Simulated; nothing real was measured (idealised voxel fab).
Process module, titled voxel gate over fins
FYI the section here is cut, 250 nm wide, cells are 5 nm squares.
In this document a cross-section is written as a grid of square cells. It is given as a series of bands, listed from the top down, and a band is one or more rows of cells. Basically the band line says how high the top is and how high the bottom is, in nm, and then what's in it from left to right, every material with its width in nm. Empty space shows up as "empty", and if a single material carries "edge to edge" it runs the full band edge to edge. Zero point of the height axis is 0; under it, received wafer = one material. Lowest band: continues down indefinitely, "0 nm and below". It should be noted that a width expressed as "30->40" varies in equal increments from row to row of cells within the band, taking the value of the first number at the top row and that of the second number at the bottom row. A step reported as "stayed the same" is a step in which no cell of the cross-section changed. "Sealed cavities" contains a list of empty spaces, each no smaller than 8 cells and without an open way to the top, written in the form width x height at distance with the distance from the left edge and all three in nm. The remark found on a step's line after its settings is issued by the simulator itself and pertains to that step. If you see "overlay nm" on a step's line and that step has a mask, it's telling you how far right of where it was planned the mask ended up; a negative number means it went left instead. Quick note on how to read the rest: it's all pairs. You get the cross-section before a process step and the one after, but the after one only goes down as far as the lowest band that changed. The step in between, with its settings, sits under the pair. Heads up, the pairs can come from different runs of this module on the same starting wafer, so don't assume a pair picks up from the one above unless its "Cross-section, before" entry says it does.

Cross-section, before:
* 15 nm to 10 nm = empty (15), then TiAl (35), then empty (25), then TiAl (35), then empty (25), then TiAl (35), then empty (25), then TiAl (35), then empty (20)
* 10 nm to 5 nm = empty (15), then TiAl (5), then TiN (25), then TiAl (5), then empty (25), then TiAl (5), then TiN (25), then TiAl (5), then empty (25), then TiAl (5), then TiN (25), then TiAl (5), then empty (25), then TiAl (5), then TiN (25), then TiAl (5), then empty (20)
* 5 nm to 0 nm = empty (15), then TiAl (5), then TiN (5), then HfO2 (15), then TiN (5), then TiAl (5), then empty (25), then TiAl (5), then TiN (5), then HfO2 (15), then TiN (5), then TiAl (5), then empty (25), then TiAl (5), then TiN (5), then HfO2 (15), then TiN (5), then TiAl (5), then empty (25), then TiAl (5), then TiN (5), then HfO2 (15), then TiN (5), then TiAl (5), then empty (20)
* 0 nm to -5 nm = empty (15), then TiAl (5), then TiN (5), then HfO2 (5), then Si (5), then HfO2 (5), then TiN (5), then TiAl (35), then TiN (5), then HfO2 (5), then Si (5), then HfO2 (5), then TiN (5), then TiAl (5), then empty (25), then TiAl (5), then TiN (5), then HfO2 (5), then Si (5), then HfO2 (5), then TiN (5), then TiAl (5), then empty (25), then TiAl (5), then TiN (5), then HfO2 (5), then Si (5), then HfO2 (5), then TiN (5), then TiAl (5), then empty (20)
* -5 nm to -10 nm = empty (15), then TiAl (5), then TiN (5), then HfO2 (5), then Si (5), then HfO2 (5), then TiN (45), then HfO2 (5), then Si (5), then HfO2 (5), then TiN (5), then TiAl (5), then empty (25), then TiAl (5), then TiN (5), then HfO2 (5), then Si (5), then HfO2 (5), then TiN (5), then TiAl (5), then empty (25), then TiAl (5), then TiN (5), then HfO2 (5), then Si (5), then HfO2 (5), then TiN (5), then TiAl (5), then empty (20)
* -10 nm to -15 nm = empty (15), then TiAl (5), then TiN (5), then HfO2 (5), then Si (5), then HfO2 (5), then TiN (10), then HfO2 (25), then TiN (10), then HfO2 (5), then Si (5), then HfO2 (5), then TiN (5), then TiAl (5), then empty (25), then TiAl (5), then TiN (5), then HfO2 (5), then Si (5), then HfO2 (5), then TiN (5), then TiAl (5), then empty (25), then TiAl (5), then TiN (5), then HfO2 (5), then Si (5), then HfO2 (5), then TiN (5), then TiAl (5), then empty (20)
* -15 nm to -20 nm = TiAl (20), then TiN (5), then HfO2 (5), then Si (5), then HfO2 (5), then TiN (10), then HfO2 (5), then TiN (5), then Ru (5), then TiN (5), then HfO2 (5), then TiN (10), then HfO2 (5), then Si (5), then HfO2 (5), then TiN (5), then TiAl (35), then TiN (5), then HfO2 (5), then Si (5), then HfO2 (5), then TiN (5), then TiAl (35), then TiN (5), then HfO2 (5), then Si (5), then HfO2 (5), then TiN (5), then TiAl (25)
* -20 nm to -25 nm = TiN (25), then HfO2 (5), then Si (5), then HfO2 (5), then TiN (10), then HfO2 (5), then TiN (5), then Ru (5), then TiN (5), then HfO2 (5), then TiN (10), then HfO2 (5), then Si (5), then HfO2 (5), then TiN (45), then HfO2 (5), then Si (5), then HfO2 (5), then TiN (45), then HfO2 (5), then Si (5), then HfO2 (5), then TiN (30)
* -25 nm to -30 nm = HfO2 (30), then Si (5), then HfO2 (20), then TiN (5), then Ru (5), then TiN (5), then HfO2 (20), then Si (5), then HfO2 (55), then Si (5), then HfO2 (55), then Si (5), then HfO2 (35)
* -30 nm to -35 nm = SiO2 (30), then Si (5), then SiO2 (20), then TiN (15), then SiO2 (20), then Si (5), then SiO2 (55), then Si (5), then SiO2 (55), then Si (5), then SiO2 (35)
* -35 nm to -45 nm = SiO2 (30), then Si (5), then SiO2 (55), then Si (5), then SiO2 (55), then Si (5), then SiO2 (55), then Si (5), then SiO2 (35)
* -45 nm and below = Si edge to edge
* Sealed cavities: none

Post-Step Snapshot:
* 20 nm to 15 nm = empty (10), then TiN (45), then empty (15), then TiN (45), then empty (15), then TiN (45), then empty (15), then TiN (45), then empty (15)
* 15 nm to 10 nm = empty (10), then TiN (5), then TiAl (35), then TiN (5), then empty (15), then TiN (5), then TiAl (35), then TiN (5), then empty (15), then TiN (5), then TiAl (35), then TiN (5), then empty (15), then TiN (5), then TiAl (35), then TiN (5), then empty (15)
* 10 nm to 5 nm = empty (10), then TiN (5), then TiAl (5), then TiN (25), then TiAl (5), then TiN (5), then empty (15), then TiN (5), then TiAl (5), then TiN (25), then TiAl (5), then TiN (5), then empty (15), then TiN (5), then TiAl (5), then TiN (25), then TiAl (5), then TiN (5), then empty (15), then TiN (5), then TiAl (5), then TiN (25), then TiAl (5), then TiN (5), then empty (15)
* 5 nm to 0 nm = empty (10), then TiN (5), then TiAl (5), then TiN (5), then HfO2 (15), then TiN (5), then TiAl (5), then TiN (25), then TiAl (5), then TiN (5), then HfO2 (15), then TiN (5), then TiAl (5), then TiN (5), then empty (15), then TiN (5), then TiAl (5), then TiN (5), then HfO2 (15), then TiN (5), then TiAl (5), then TiN (5), then empty (15), then TiN (5), then TiAl (5), then TiN (5), then HfO2 (15), then TiN (5), then TiAl (5), then TiN (5), then empty (15)
* 0 nm to -5 nm = empty (10), then TiN (5), then TiAl (5), then TiN (5), then HfO2 (5), then Si (5), then HfO2 (5), then TiN (5), then TiAl (35), then TiN (5), then HfO2 (5), then Si (5), then HfO2 (5), then TiN (5), then TiAl (5), then TiN (5), then empty (15), then TiN (5), then TiAl (5), then TiN (5), then HfO2 (5), then Si (5), then HfO2 (5), then TiN (5), then TiAl (5), then TiN (5), then empty (15), then TiN (5), then TiAl (5), then TiN (5), then HfO2 (5), then Si (5), then HfO2 (5), then TiN (5), then TiAl (5), then TiN (5), then empty (15)
* -5 nm to -10 nm = empty (10), then TiN (5), then TiAl (5), then TiN (5), then HfO2 (5), then Si (5), then HfO2 (5), then TiN (45), then HfO2 (5), then Si (5), then HfO2 (5), then TiN (5), then TiAl (5), then TiN (5), then empty (15), then TiN (5), then TiAl (5), then TiN (5), then HfO2 (5), then Si (5), then HfO2 (5), then TiN (5), then TiAl (5), then TiN (5), then empty (15), then TiN (5), then TiAl (5), then TiN (5), then HfO2 (5), then Si (5), then HfO2 (5), then TiN (5), then TiAl (5), then TiN (5), then empty (15)
* -10 nm to -15 nm = TiN (15), then TiAl (5), then TiN (5), then HfO2 (5), then Si (5), then HfO2 (5), then TiN (10), then HfO2 (25), then TiN (10), then HfO2 (5), then Si (5), then HfO2 (5), then TiN (5), then TiAl (5), then TiN (25), then TiAl (5), then TiN (5), then HfO2 (5), then Si (5), then HfO2 (5), then TiN (5), then TiAl (5), then TiN (25), then TiAl (5), then TiN (5), then HfO2 (5), then Si (5), then HfO2 (5), then TiN (5), then TiAl (5), then TiN (20)
* Beneath the level -15, the cross-section is identical to its previous state.
* Sealed cavities: none
What sits between those two cross-sections? CONFORMAL_DEP with material TiN, thk nm 5

Cross-section, before: unchanged from the after cross-section in the pair immediately above; refer to that figure.

Post-Step Snapshot:
* 30 nm to 20 nm = W edge to edge
* 20 nm to 15 nm = W (10), then TiN (45), then W (15), then TiN (45), then W (15), then TiN (45), then W (15), then TiN (45), then W (15)
* 15 nm to 10 nm = W (10), then TiN (5), then TiAl (35), then TiN (5), then W (15), then TiN (5), then TiAl (35), then TiN (5), then W (15), then TiN (5), then TiAl (35), then TiN (5), then W (15), then TiN (5), then TiAl (35), then TiN (5), then W (15)
* 10 nm to 5 nm = W (10), then TiN (5), then TiAl (5), then TiN (25), then TiAl (5), then TiN (5), then W (15), then TiN (5), then TiAl (5), then TiN (25), then TiAl (5), then TiN (5), then W (15), then TiN (5), then TiAl (5), then TiN (25), then TiAl (5), then TiN (5), then W (15), then TiN (5), then TiAl (5), then TiN (25), then TiAl (5), then TiN (5), then W (15)
* 5 nm to 0 nm = W (10), then TiN (5), then TiAl (5), then TiN (5), then HfO2 (15), then TiN (5), then TiAl (5), then TiN (25), then TiAl (5), then TiN (5), then HfO2 (15), then TiN (5), then TiAl (5), then TiN (5), then W (15), then TiN (5), then TiAl (5), then TiN (5), then HfO2 (15), then TiN (5), then TiAl (5), then TiN (5), then W (15), then TiN (5), then TiAl (5), then TiN (5), then HfO2 (15), then TiN (5), then TiAl (5), then TiN (5), then W (15)
* 0 nm to -5 nm = W (10), then TiN (5), then TiAl (5), then TiN (5), then HfO2 (5), then Si (5), then HfO2 (5), then TiN (5), then TiAl (35), then TiN (5), then HfO2 (5), then Si (5), then HfO2 (5), then TiN (5), then TiAl (5), then TiN (5), then W (15), then TiN (5), then TiAl (5), then TiN (5), then HfO2 (5), then Si (5), then HfO2 (5), then TiN (5), then TiAl (5), then TiN (5), then W (15), then TiN (5), then TiAl (5), then TiN (5), then HfO2 (5), then Si (5), then HfO2 (5), then TiN (5), then TiAl (5), then TiN (5), then W (15)
* -5 nm to -10 nm = W (10), then TiN (5), then TiAl (5), then TiN (5), then HfO2 (5), then Si (5), then HfO2 (5), then TiN (45), then HfO2 (5), then Si (5), then HfO2 (5), then TiN (5), then TiAl (5), then TiN (5), then W (15), then TiN (5), then TiAl (5), then TiN (5), then HfO2 (5), then Si (5), then HfO2 (5), then TiN (5), then TiAl (5), then TiN (5), then W (15), then TiN (5), then TiAl (5), then TiN (5), then HfO2 (5), then Si (5), then HfO2 (5), then TiN (5), then TiAl (5), then TiN (5), then W (15)
* Beneath the level -10, the cross-section is identical to its previous state.
* Sealed cavities: none
What sits between those two cross-sections? FILL_DEP with material W, thk nm 10

Cross-section, before: unchanged from the after cross-section in the pair immediately above; refer to that figure.

Post-Step Snapshot:
* 25 nm to 20 nm = W edge to edge
* Beneath the level 20, the cross-section is identical to its previous state.
* Sealed cavities: none
What sits between those two cross-sections? CMP with height nm 25

Cross-section, before: unchanged from the after cross-section in the pair immediately above; refer to that figure.

Post-Step Snapshot:
* 35 nm to 25 nm = SiCN edge to edge
* Beneath the level 25, the cross-section is identical to its previous state.
* Sealed cavities: none
What sits between those two cross-sections? CONFORMAL_DEP with material SiCN, thk nm 10

Cross-section, before:
* 5 nm to 0 nm = empty (25), then TiN (15), then empty (45), then TiN (15), then empty (45), then TiN (15), then empty (45), then TiN (15), then empty (30)
* 0 nm to -5 nm = empty (25), then TiN (5), then Si (5), then TiN (5), then empty (45), then TiN (5), then Si (5), then TiN (5), then empty (45), then TiN (5), then Si (5), then TiN (5), then empty (45), then TiN (5), then Si (5), then TiN (5), then empty (30)
* -5 nm to -10 nm = TiN (30), then Si (5), then TiN (55), then Si (5), then TiN (55), then Si (5), then TiN (55), then Si (5), then TiN (35)
* -10 nm to -15 nm = SiO2 (30), then Si (5), then SiO2 (55), then Si (5), then SiO2 (55), then Si (5), then SiO2 (55), then Si (5), then SiO2 (35)
* -15 nm to -30 nm = SiO2 (30), then Si (5), then SiO2 (20), then TiN (5), then Ru (5), then TiN (5), then SiO2 (20), then Si (5), then SiO2 (55), then Si (5), then SiO2 (55), then Si (5), then SiO2 (35)
* -30 nm to -35 nm = SiO2 (30), then Si (5), then SiO2 (20), then TiN (15), then SiO2 (20), then Si (5), then SiO2 (55), then Si (5), then SiO2 (55), then Si (5), then SiO2 (35)
* -35 nm to -45 nm = SiO2 (30), then Si (5), then SiO2 (55), then Si (5), then SiO2 (55), then Si (5), then SiO2 (55), then Si (5), then SiO2 (35)
* -45 nm and below = Si edge to edge
* Sealed cavities: none

Post-Step Snapshot:
* 10 nm to 5 nm = empty (20), then HfO2 (25), then empty (35), then HfO2 (25), then empty (35), then HfO2 (25), then empty (35), then HfO2 (25), then empty (25)
* 5 nm to 0 nm = empty (20), then HfO2 (5), then TiN (15), then HfO2 (5), then empty (35), then HfO2 (5), then TiN (15), then HfO2 (5), then empty (35), then HfO2 (5), then TiN (15), then HfO2 (5), then empty (35), then HfO2 (5), then TiN (15), then HfO2 (5), then empty (25)
* 0 nm to -5 nm = HfO2 (25), then TiN (5), then Si (5), then TiN (5), then HfO2 (45), then TiN (5), then Si (5), then TiN (5), then HfO2 (45), then TiN (5), then Si (5), then TiN (5), then HfO2 (45), then TiN (5), then Si (5), then TiN (5), then HfO2 (30)
* Beneath the level -5, the cross-section is identical to its previous state.
* Sealed cavities: none
What sits between those two cross-sections? CONFORMAL_DEP with material HfO2, thk nm 5

Cross-section, before: unchanged from the after cross-section in the pair immediately above; refer to that figure.

Post-Step Snapshot:
* 15 nm to 10 nm = empty (15), then TiAl (35), then empty (25), then TiAl (35), then empty (25), then TiAl (35), then empty (25), then TiAl (35), then empty (20)
* 10 nm to 5 nm = empty (15), then TiAl (5), then HfO2 (25), then TiAl (5), then empty (25), then TiAl (5), then HfO2 (25), then TiAl (5), then empty (25), then TiAl (5), then HfO2 (25), then TiAl (5), then empty (25), then TiAl (5), then HfO2 (25), then TiAl (5), then empty (20)
* 5 nm to 0 nm = TiAl (20), then HfO2 (5), then TiN (15), then HfO2 (5), then TiAl (35), then HfO2 (5), then TiN (15), then HfO2 (5), then TiAl (35), then HfO2 (5), then TiN (15), then HfO2 (5), then TiAl (35), then HfO2 (5), then TiN (15), then HfO2 (5), then TiAl (25)
* Beneath the level 0, the cross-section is identical to its previous state.
* Sealed cavities: none
What sits between those two cross-sections? CONFORMAL_DEP with material TiAl, thk nm 5

Cross-section, before: unchanged from the after cross-section in the pair immediately above; refer to that figure.

Post-Step Snapshot:
* 20 nm to 15 nm = empty (10), then TiN (45), then empty (15), then TiN (45), then empty (15), then TiN (45), then empty (15), then TiN (45), then empty (15)
* 15 nm to 10 nm = empty (10), then TiN (5), then TiAl (35), then TiN (5), then empty (15), then TiN (5), then TiAl (35), then TiN (5), then empty (15), then TiN (5), then TiAl (35), then TiN (5), then empty (15), then TiN (5), then TiAl (35), then TiN (5), then empty (15)
* 10 nm to 5 nm = TiN (15), then TiAl (5), then HfO2 (25), then TiAl (5), then TiN (25), then TiAl (5), then HfO2 (25), then TiAl (5), then TiN (25), then TiAl (5), then HfO2 (25), then TiAl (5), then TiN (25), then TiAl (5), then HfO2 (25), then TiAl (5), then TiN (20)
* Beneath the level 5, the cross-section is identical to its previous state.
* Sealed cavities: none
What sits between those two cross-sections? CONFORMAL_DEP with material TiN, thk nm 5

Cross-section, before: unchanged from the after cross-section in the pair immediately above; refer to that figure.

Post-Step Snapshot:
* 30 nm to 20 nm = W edge to edge
* 20 nm to 15 nm = W (10), then TiN (45), then W (15), then TiN (45), then W (15), then TiN (45), then W (15), then TiN (45), then W (15)
* 15 nm to 10 nm = W (10), then TiN (5), then TiAl (35), then TiN (5), then W (15), then TiN (5), then TiAl (35), then TiN (5), then W (15), then TiN (5), then TiAl (35), then TiN (5), then W (15), then TiN (5), then TiAl (35), then TiN (5), then W (15)
* Beneath the level 10, the cross-section is identical to its previous state.
* Sealed cavities: none
What sits between those two cross-sections? FILL_DEP with material W, thk nm 10

Cross-section, before: unchanged from the after cross-section in the pair immediately above; refer to that figure.

Post-Step Snapshot:
* 25 nm to 20 nm = W edge to edge
* Beneath the level 20, the cross-section is identical to its previous state.
* Sealed cavities: none
What sits between those two cross-sections? CMP with height nm 25

Cross-section, before: unchanged from the after cross-section in the pair immediately above; refer to that figure.

Post-Step Snapshot:
* 35 nm to 25 nm = SiCN edge to edge
* Beneath the level 25, the cross-section is identical to its previous state.
* Sealed cavities: none
What sits between those two cross-sections? CONFORMAL_DEP with material SiCN, thk nm 10

Cross-section, before:
* 25 nm to 20 nm = W edge to edge
* 20 nm to 15 nm = W (10), then TiN (45), then W (15), then TiN (45), then W (15), then TiN (45), then W (15), then TiN (45), then W (15)
* 15 nm to 10 nm = W (10), then TiN (5), then TiAl (35), then TiN (5), then W (15), then TiN (5), then TiAl (35), then TiN (5), then W (15), then TiN (5), then TiAl (35), then TiN (5), then W (15), then TiN (5), then TiAl (35), then TiN (5), then W (15)
* 10 nm to 5 nm = TiN (15), then TiAl (5), then TiN (25), then TiAl (5), then TiN (25), then TiAl (5), then TiN (25), then TiAl (5), then TiN (25), then TiAl (5), then TiN (25), then TiAl (5), then TiN (25), then TiAl (5), then TiN (25), then TiAl (5), then TiN (20)
* 5 nm to 0 nm = TiAl (20), then TiN (5), then HfO2 (15), then TiN (5), then TiAl (35), then TiN (5), then HfO2 (15), then TiN (5), then TiAl (35), then TiN (5), then HfO2 (15), then TiN (5), then TiAl (35), then TiN (5), then HfO2 (15), then TiN (5), then TiAl (25)
* 0 nm to -5 nm = TiN (25), then HfO2 (5), then Si (5), then HfO2 (5), then TiN (45), then HfO2 (5), then Si (5), then HfO2 (5), then TiN (45), then HfO2 (5), then Si (5), then HfO2 (5), then TiN (45), then HfO2 (5), then Si (5), then HfO2 (5), then TiN (30)
* -5 nm to -10 nm = HfO2 (30), then Si (5), then HfO2 (55), then Si (5), then HfO2 (55), then Si (5), then HfO2 (55), then Si (5), then HfO2 (35)
* -10 nm to -15 nm = SiO2 (30), then Si (5), then SiO2 (55), then Si (5), then SiO2 (55), then Si (5), then SiO2 (55), then Si (5), then SiO2 (35)
* -15 nm to -30 nm = SiO2 (30), then Si (5), then SiO2 (20), then TiN (5), then Ru (5), then TiN (5), then SiO2 (20), then Si (5), then SiO2 (55), then Si (5), then SiO2 (55), then Si (5), then SiO2 (35)
* -30 nm to -35 nm = SiO2 (30), then Si (5), then SiO2 (20), then TiN (15), then SiO2 (20), then Si (5), then SiO2 (55), then Si (5), then SiO2 (55), then Si (5), then SiO2 (35)
* -35 nm to -45 nm = SiO2 (30), then Si (5), then SiO2 (55), then Si (5), then SiO2 (55), then Si (5), then SiO2 (55), then Si (5), then SiO2 (35)
* -45 nm and below = Si edge to edge
* Sealed cavities: none

Post-Step Snapshot:
* 40 nm to 25 nm = SiCN edge to edge
* Beneath the level 25, the cross-section is identical to its previous state.
* Sealed cavities: none
What sits between those two cross-sections? CONFORMAL_DEP with material SiCN, thk nm 15

Cross-section, before:
* 10 nm to 0 nm = SiO2 (25), then SiN (15), then SiO2 (45), then SiN (15), then SiO2 (45), then SiN (15), then SiO2 (45), then SiN (15), then SiO2 (30)
* 0 nm to -45 nm = SiO2 (30), then Si (5), then SiO2 (55), then Si (5), then SiO2 (55), then Si (5), then SiO2 (55), then Si (5), then SiO2 (35)
* -45 nm and below = Si edge to edge
* Sealed cavities: none

Post-Step Snapshot:
* 10 nm to 0 nm = SiO2 (25), then SiN (15), then SiO2 (15), then empty (20), then SiO2 (10), then SiN (15), then SiO2 (45), then SiN (15), then SiO2 (45), then SiN (15), then SiO2 (30)
* 0 nm to -35 nm = SiO2 (30), then Si (5), then SiO2 (20), then empty (20), then SiO2 (15), then Si (5), then SiO2 (55), then Si (5), then SiO2 (55), then Si (5), then SiO2 (35)
* Beneath the level -35, the cross-section is identical to its previous state.
* Sealed cavities: none
What sits between those two cross-sections? MASKED_ETCH with tone open, mask id RAIL, width nm 20, etch materials SiO2, depth nm 45, overlay nm 0

Cross-section, before: unchanged from the after cross-section in the pair immediately above; refer to that figure.

Post-Step Snapshot:
* 15 nm to 10 nm = TiN (60), then empty (10), then TiN (180)
* 10 nm to 0 nm = SiO2 (25), then SiN (15), then SiO2 (15), then TiN (5), then empty (10), then TiN (5), then SiO2 (10), then SiN (15), then SiO2 (45), then SiN (15), then SiO2 (45), then SiN (15), then SiO2 (30)
* 0 nm to -30 nm = SiO2 (30), then Si (5), then SiO2 (20), then TiN (5), then empty (10), then TiN (5), then SiO2 (15), then Si (5), then SiO2 (55), then Si (5), then SiO2 (55), then Si (5), then SiO2 (35)
* -30 nm to -35 nm = SiO2 (30), then Si (5), then SiO2 (20), then TiN (20), then SiO2 (15), then Si (5), then SiO2 (55), then Si (5), then SiO2 (55), then Si (5), then SiO2 (35)
* Beneath the level -35, the cross-section is identical to its previous state.
* Sealed cavities: none
What sits between those two cross-sections? CONFORMAL_DEP with material TiN, thk nm 5

Cross-section, before: unchanged from the after cross-section in the pair immediately above; refer to that figure.

Post-Step Snapshot:
* 25 nm to 15 nm = Ru edge to edge
* 15 nm to 10 nm = TiN (60), then Ru (10), then TiN (180)
* 10 nm to 0 nm = SiO2 (25), then SiN (15), then SiO2 (15), then TiN (5), then Ru (10), then TiN (5), then SiO2 (10), then SiN (15), then SiO2 (45), then SiN (15), then SiO2 (45), then SiN (15), then SiO2 (30)
* 0 nm to -30 nm = SiO2 (30), then Si (5), then SiO2 (20), then TiN (5), then Ru (10), then TiN (5), then SiO2 (15), then Si (5), then SiO2 (55), then Si (5), then SiO2 (55), then Si (5), then SiO2 (35)
* Beneath the level -30, the cross-section is identical to its previous state.
* Sealed cavities: none
What sits between those two cross-sections? FILL_DEP with material Ru, thk nm 10

Cross-section, before: unchanged from the after cross-section in the pair immediately above; refer to that figure.

Post-Step Snapshot:
* 10 nm to 0 nm = SiO2 (25), then SiN (15), then SiO2 (15), then TiN (5), then Ru (10), then TiN (5), then SiO2 (10), then SiN (15), then SiO2 (45), then SiN (15), then SiO2 (45), then SiN (15), then SiO2 (30)
* Beneath the level 0, the cross-section is identical to its previous state.
* Sealed cavities: none
What sits between those two cross-sections? CMP with height nm 10

Cross-section, before: unchanged from the after cross-section in the pair immediately above; refer to that figure.

Post-Step Snapshot:
* 10 nm to 0 nm = SiO2 (25), then SiN (15), then SiO2 (15), then empty (20), then SiO2 (10), then SiN (15), then SiO2 (45), then SiN (15), then SiO2 (45), then SiN (15), then SiO2 (30)
* 0 nm to -15 nm = SiO2 (30), then Si (5), then SiO2 (20), then empty (20), then SiO2 (15), then Si (5), then SiO2 (55), then Si (5), then SiO2 (55), then Si (5), then SiO2 (35)
* Beneath the level -15, the cross-section is identical to its previous state.
* Sealed cavities: none
What sits between those two cross-sections? SELECTIVE_ETCH with etch materials W Ru TiN, depth nm 25

Cross-section, before: unchanged from the after cross-section in the pair immediately above; refer to that figure.

Post-Step Snapshot:
* 15 nm to 10 nm = SiO2 edge to edge
* 10 nm to 0 nm = SiO2 (25), then SiN (15), then SiO2 (45), then SiN (15), then SiO2 (45), then SiN (15), then SiO2 (45), then SiN (15), then SiO2 (30)
* 0 nm to -15 nm = SiO2 (30), then Si (5), then SiO2 (55), then Si (5), then SiO2 (55), then Si (5), then SiO2 (55), then Si (5), then SiO2 (35)
* Beneath the level -15, the cross-section is identical to its previous state.
* Sealed cavities: none
What sits between those two cross-sections? FILL_DEP with material SiO2, thk nm 5

Cross-section, before: unchanged from the after cross-section in the pair immediately above; refer to that figure.

Post-Step Snapshot:
* 10 nm to 0 nm = SiO2 (25), then SiN (15), then SiO2 (45), then SiN (15), then SiO2 (45), then SiN (15), then SiO2 (45), then SiN (15), then SiO2 (30)
* Beneath the level 0, the cross-section is identical to its previous state.
* Sealed cavities: none
What sits between those two cross-sections? CMP with height nm 10

Cross-section, before: unchanged from the after cross-section in the pair immediately above; refer to that figure.

Post-Step Snapshot:
* 10 nm to 0 nm = empty (25), then SiN (15), then empty (45), then SiN (15), then empty (45), then SiN (15), then empty (45), then SiN (15), then empty (30)
* 0 nm to -10 nm = empty (30), then Si (5), then empty (55), then Si (5), then empty (55), then Si (5), then empty (55), then Si (5), then empty (35)
* Beneath the level -10, the cross-section is identical to its previous state.
* Sealed cavities: none
What sits between those two cross-sections? SELECTIVE_ETCH with etch materials SiO2, depth nm 20

Cross-section, before: unchanged from the after cross-section in the pair immediately above; refer to that figure.

Post-Step Snapshot:
* 0 nm to -10 nm = empty (30), then Si (5), then empty (55), then Si (5), then empty (55), then Si (5), then empty (55), then Si (5), then empty (35)
* Beneath the level -10, the cross-section is identical to its previous state.
* Sealed cavities: none
What sits between those two cross-sections? STRIP with etch materials SiN

Cross-section, before: unchanged from the after cross-section in the pair immediately above; refer to that figure.

Post-Step Snapshot:
* 5 nm to 0 nm = empty (25), then HfO2 (15), then empty (45), then HfO2 (15), then empty (45), then HfO2 (15), then empty (45), then HfO2 (15), then empty (30)
* 0 nm to -5 nm = empty (25), then HfO2 (5), then Si (5), then HfO2 (5), then empty (45), then HfO2 (5), then Si (5), then HfO2 (5), then empty (45), then HfO2 (5), then Si (5), then HfO2 (5), then empty (45), then HfO2 (5), then Si (5), then HfO2 (5), then empty (30)
* -5 nm to -10 nm = HfO2 (30), then Si (5), then HfO2 (55), then Si (5), then HfO2 (55), then Si (5), then HfO2 (55), then Si (5), then HfO2 (35)
* Beneath the level -10, the cross-section is identical to its previous state.
* Sealed cavities: none
What sits between those two cross-sections? CONFORMAL_DEP with material HfO2, thk nm 5

Cross-section, before: unchanged from the after cross-section in the pair immediately above; refer to that figure.

Post-Step Snapshot:
* 10 nm to 5 nm = empty (20), then TiN (25), then empty (35), then TiN (25), then empty (35), then TiN (25), then empty (35), then TiN (25), then empty (25)
* 5 nm to 0 nm = empty (20), then TiN (5), then HfO2 (15), then TiN (5), then empty (35), then TiN (5), then HfO2 (15), then TiN (5), then empty (35), then TiN (5), then HfO2 (15), then TiN (5), then empty (35), then TiN (5), then HfO2 (15), then TiN (5), then empty (25)
* 0 nm to -5 nm = TiN (25), then HfO2 (5), then Si (5), then HfO2 (5), then TiN (45), then HfO2 (5), then Si (5), then HfO2 (5), then TiN (45), then HfO2 (5), then Si (5), then HfO2 (5), then TiN (45), then HfO2 (5), then Si (5), then HfO2 (5), then TiN (30)
* Beneath the level -5, the cross-section is identical to its previous state.
* Sealed cavities: none
What sits between those two cross-sections? CONFORMAL_DEP with material TiN, thk nm 5

Cross-section, before: unchanged from the after cross-section in the pair immediately above; refer to that figure.

Post-Step Snapshot:
* 15 nm to 10 nm = empty (15), then TiAl (35), then empty (25), then TiAl (35), then empty (25), then TiAl (35), then empty (25), then TiAl (35), then empty (20)
* 10 nm to 5 nm = empty (15), then TiAl (5), then TiN (25), then TiAl (5), then empty (25), then TiAl (5), then TiN (25), then TiAl (5), then empty (25), then TiAl (5), then TiN (25), then TiAl (5), then empty (25), then TiAl (5), then TiN (25), then TiAl (5), then empty (20)
* 5 nm to 0 nm = TiAl (20), then TiN (5), then HfO2 (15), then TiN (5), then TiAl (35), then TiN (5), then HfO2 (15), then TiN (5), then TiAl (35), then TiN (5), then HfO2 (15), then TiN (5), then TiAl (35), then TiN (5), then HfO2 (15), then TiN (5), then TiAl (25)
* Beneath the level 0, the cross-section is identical to its previous state.
* Sealed cavities: none
What sits between those two cross-sections? CONFORMAL_DEP with material TiAl, thk nm 5

Cross-section, before: unchanged from the after cross-section in the pair immediately above; refer to that figure.

Post-Step Snapshot:
* 20 nm to 15 nm = empty (10), then TiN (45), then empty (15), then TiN (45), then empty (15), then TiN (45), then empty (15), then TiN (45), then empty (15)
* 15 nm to 10 nm = empty (10), then TiN (5), then TiAl (35), then TiN (5), then empty (15), then TiN (5), then TiAl (35), then TiN (5), then empty (15), then TiN (5), then TiAl (35), then TiN (5), then empty (15), then TiN (5), then TiAl (35), then TiN (5), then empty (15)
* 10 nm to 5 nm = TiN (15), then TiAl (5), then TiN (25), then TiAl (5), then TiN (25), then TiAl (5), then TiN (25), then TiAl (5), then TiN (25), then TiAl (5), then TiN (25), then TiAl (5), then TiN (25), then TiAl (5), then TiN (25), then TiAl (5), then TiN (20)
* Beneath the level 5, the cross-section is identical to its previous state.
* Sealed cavities: none
What sits between those two cross-sections? CONFORMAL_DEP with material TiN, thk nm 5

Cross-section, before: unchanged from the after cross-section in the pair immediately above; refer to that figure.

Post-Step Snapshot:
* 30 nm to 20 nm = W edge to edge
* 20 nm to 15 nm = W (10), then TiN (45), then W (15), then TiN (45), then W (15), then TiN (45), then W (15), then TiN (45), then W (15)
* 15 nm to 10 nm = W (10), then TiN (5), then TiAl (35), then TiN (5), then W (15), then TiN (5), then TiAl (35), then TiN (5), then W (15), then TiN (5), then TiAl (35), then TiN (5), then W (15), then TiN (5), then TiAl (35), then TiN (5), then W (15)
* Beneath the level 10, the cross-section is identical to its previous state.
* Sealed cavities: none
What sits between those two cross-sections? FILL_DEP with material W, thk nm 10

Cross-section, before: unchanged from the after cross-section in the pair immediately above; refer to that figure.

Post-Step Snapshot:
* 25 nm to 20 nm = W edge to edge
* Beneath the level 20, the cross-section is identical to its previous state.
* Sealed cavities: none
What sits between those two cross-sections? CMP with height nm 25

Cross-section, before: unchanged from the after cross-section in the pair immediately above; refer to that figure.

Post-Step Snapshot:
* 35 nm to 25 nm = SiCN edge to edge
* Beneath the level 25, the cross-section is identical to its previous state.
* Sealed cavities: none
What sits between those two cross-sections? CONFORMAL_DEP with material SiCN, thk nm 10

Cross-section, before:
* 10 nm to 0 nm = SiN edge to edge
* 0 nm and below = Si edge to edge
* Sealed cavities: none

Post-Step Snapshot:
* 30 nm to 10 nm = empty (15), then resist (15), then empty (45), then resist (15), then empty (45), then resist (15), then empty (45), then resist (15), then empty (40)
* Beneath the level 10, the cross-section is identical to its previous state.
* Sealed cavities: none
What sits between those two cross-sections? PATTERN with tone cover, mask id FINS, material resist, width nm 15, pitch nm 60, thk nm 20, overlay nm -10
